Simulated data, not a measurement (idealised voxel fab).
Proc. module: voxel self aligned vias
cross-section cut | 295 nm wide | cells 5 nm
We lay out every cross-section as a grid of square cells and spell it out in bands from the top down, where one band means one or more rows of cells.
For a band, the entry starts with two heights in nm, that of the top and then that of the bottom, and carries on with the band's materials in order from left to right, each alongside its width in nm; the word "all across" beside a single material means it fills the band edge to edge, and "blank" means empty space.
Height datum 0, below which the as-received substrate wafer is one material. Lowest band open at the bottom, running downward: "0 -> down".
You'd read "30 to 40" like this: the band's top row of cells is as wide as the first number, its bottom row is as wide as the second, and going down, every row changes width by the same amount as the row before did.
The cross-section has no changed cell in any step marked "all unchanged".
"Closed cavity list" lists enclosed empty spaces (at least 8 cells, no open path upward to the top), each as width x height at distance from the left edge, in nm.
The remark found on a step's line after its settings is issued by the simulator itself and pertains to that step.
overlay nm: how far to the right of its planned place the mask lay on this masked step (negative: to the left).
# Listed below are the process steps as planned
1. op RECEIVE | material Si
2. op CONFORMAL_DEP | material SiO2 | thk nm 10
3. op CONFORMAL_DEP | material SiCN | thk nm 5
4. op DIRECTIONAL_DEP | material SiO2 | thk nm 30
5. op MASKED_ETCH | tone open | mask id LINES | width nm 25 | pitch nm 65 | etch materials SiO2 | depth nm 30 | overlay nm 0
6. op CONFORMAL_DEP | material TiN | thk nm 5
7. op FILL_DEP | material W | thk nm 10
8. op CMP | height nm 45
9. op SELECTIVE_ETCH | etch materials W Ru TiN | depth nm 10
10. op FILL_DEP | material SiN | thk nm 5
11. op CMP | height nm 45
12. op DIRECTIONAL_DEP | material SiO2 | thk nm 15
13. op PATTERN | tone open | mask id VIAS | material resist | width nm 35 | pitch nm 130 | thk nm 15 | overlay nm 0
14. op DIRECTIONAL_ETCH | etch materials SiO2 | depth nm 15
15. op DIRECTIONAL_ETCH | etch materials SiN | depth nm 10
16. op STRIP | etch materials resist
17. op CONFORMAL_DEP | material TiN | thk nm 5
18. op FILL_DEP | material Ru | thk nm 10
19. op CMP | height nm 60
20. op CONFORMAL_DEP | material SiCN | thk nm 5
# So this is the incoming wafer in cross-section - it's already been through step 1
  0 -> down | Si all across
  Closed cavity list: none
# End-of-module cross-section. Starting structure and process plan as above; one mistake made in running it
  65 -> 60 | SiCN all across
  60 -> 50 | Ru: 60 | TiN: 5 | SiO2: 35 | TiN: 5 | Ru: 85 | TiN: 5 | SiO2: 35 | TiN: 5 | Ru: 60
  50 -> 45 | TiN: 65 | SiO2: 35 | TiN: 40 | Ru: 15 | TiN: 40 | SiO2: 35 | TiN: 65
  45 -> 40 | SiO2: 70 | SiN: 25 | SiO2: 40 | TiN: 5 | Ru: 15 | TiN: 5 | SiO2: 40 | SiN: 25 | SiO2: 70
  40 -> 35 | SiO2: 70 | SiN: 25 | SiO2: 40 | TiN: 25 | SiO2: 40 | SiN: 25 | SiO2: 70
  35 -> 20 | SiO2: 70 | TiN: 5 | W: 15 | TiN: 5 | SiO2: 40 | TiN: 5 | W: 15 | TiN: 5 | SiO2: 40 | TiN: 5 | W: 15 | TiN: 5 | SiO2: 70
  20 -> 15 | SiO2: 70 | TiN: 25 | SiO2: 40 | TiN: 25 | SiO2: 40 | TiN: 25 | SiO2: 70
  15 -> 10 | SiCN all across
  10 -> 0 | SiO2 all across
  0 -> down | Si all across
  Closed cavity list: none
It is concluded that the wafer was processed incorrectly with respect to the plan, in that note that step 13 departed from the planned setting and was carried out as op PATTERN | tone cover | mask id VIAS | material resist | width nm 35 | pitch nm 130 | thk nm 15 | overlay nm 0
